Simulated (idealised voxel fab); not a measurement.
Herein follows the process module entitled voxel quadruple lines.
Cross-sectional view cut (width: 300 nm; square cell size: 5 nm).
Just so we're on the same page, the cross-sections are grids of square cells, and they're listed out in bands top to bottom, each band one or more rows deep. A band entry consists of two parts. The first gives the height of the band's top and the height of its bottom, in nm. The rest lists the band's materials from left to right, each with its width in nm. A single material labelled with the word "everywhere" fills the band from edge to edge, and the word "blank" marks empty space. Where do heights start? At 0: under that level the wafer as delivered is made of one material only. And the lowest band has no floor; it just carries on downward, as in "0 and below". Graded width ("30->40"): value in top row of band = first number; value in bottom row = second number; row-to-row change constant. No cell of the cross-section changed in a step that is given as "remained the same". "Cavities, closed" lists enclosed empty spaces (at least 8 cells, no open path upward to the top), each as width x height at distance from the left edge, in nm. Anything after a step's settings on that line? It's the simulator's own note about the step. overlay nm: mask right of planned place by this much (step with mask). Neg. = left.

### Planned process steps
1. RECEIVE with material Si
2. CONFORMAL_DEP with material Al2O3, thk nm 5
3. DIRECTIONAL_DEP with material W, thk nm 10
4. DIRECTIONAL_DEP with material polySi, thk nm 15
5. DIRECTIONAL_DEP with material aC, thk nm 25
6. PATTERN with tone cover, mask id MANDREL, material resist, width nm 30, pitch nm 80, thk nm 30, overlay nm 0
7. DIRECTIONAL_ETCH with etch materials aC, depth nm 25
8. STRIP with etch materials resist
9. CONFORMAL_DEP with material SiO2, thk nm 10
10. DIRECTIONAL_ETCH with etch materials SiO2, depth nm 10
11. STRIP with etch materials aC
12. DIRECTIONAL_ETCH with etch materials polySi, depth nm 15
13. STRIP with etch materials SiO2
14. CONFORMAL_DEP with material SiN, thk nm 10
15. DIRECTIONAL_ETCH with etch materials SiN, depth nm 10
16. STRIP with etch materials polySi
17. DIRECTIONAL_ETCH with etch materials W, depth nm 10
18. STRIP with etch materials SiN

### The cross-section here shows the wafer as received, i.e. in its state after step 1
0 and below: Si everywhere
Cavities, closed: none

### The first of two wafers, cross-sectioned at the end of the module, with the run proceeding as planned
15 down to 5: 75 nm blank  10 nm W  10 nm blank  10 nm W  10 nm blank  10 nm W  10 nm blank  10 nm W  10 nm blank  10 nm W  10 nm blank  10 nm W  10 nm blank  10 nm W  10 nm blank  10 nm W  75 nm blank
5 down to 0: Al2O3 everywhere
0 and below: Si everywhere
Cavities, closed: none

### What the second wafer looks like in cross-section once the module is done. Its start and its plan matched the first wafer's exactly; what differed was one mistake in how it was run
10 down to 0: 75 nm blank  10 nm W  10 nm blank  10 nm W  10 nm blank  10 nm W  10 nm blank  10 nm W  10 nm blank  10 nm W  10 nm blank  10 nm W  10 nm blank  10 nm W  10 nm blank  10 nm W  75 nm blank
0 and below: Si everywhere
Cavities, closed: none
Where did the run depart from the plan? plan step 2 was not performed, having been skipped
Counted in cells at the end, the second wafer holds more or fewer of these materials than the first: Al2O3: 60 fewer
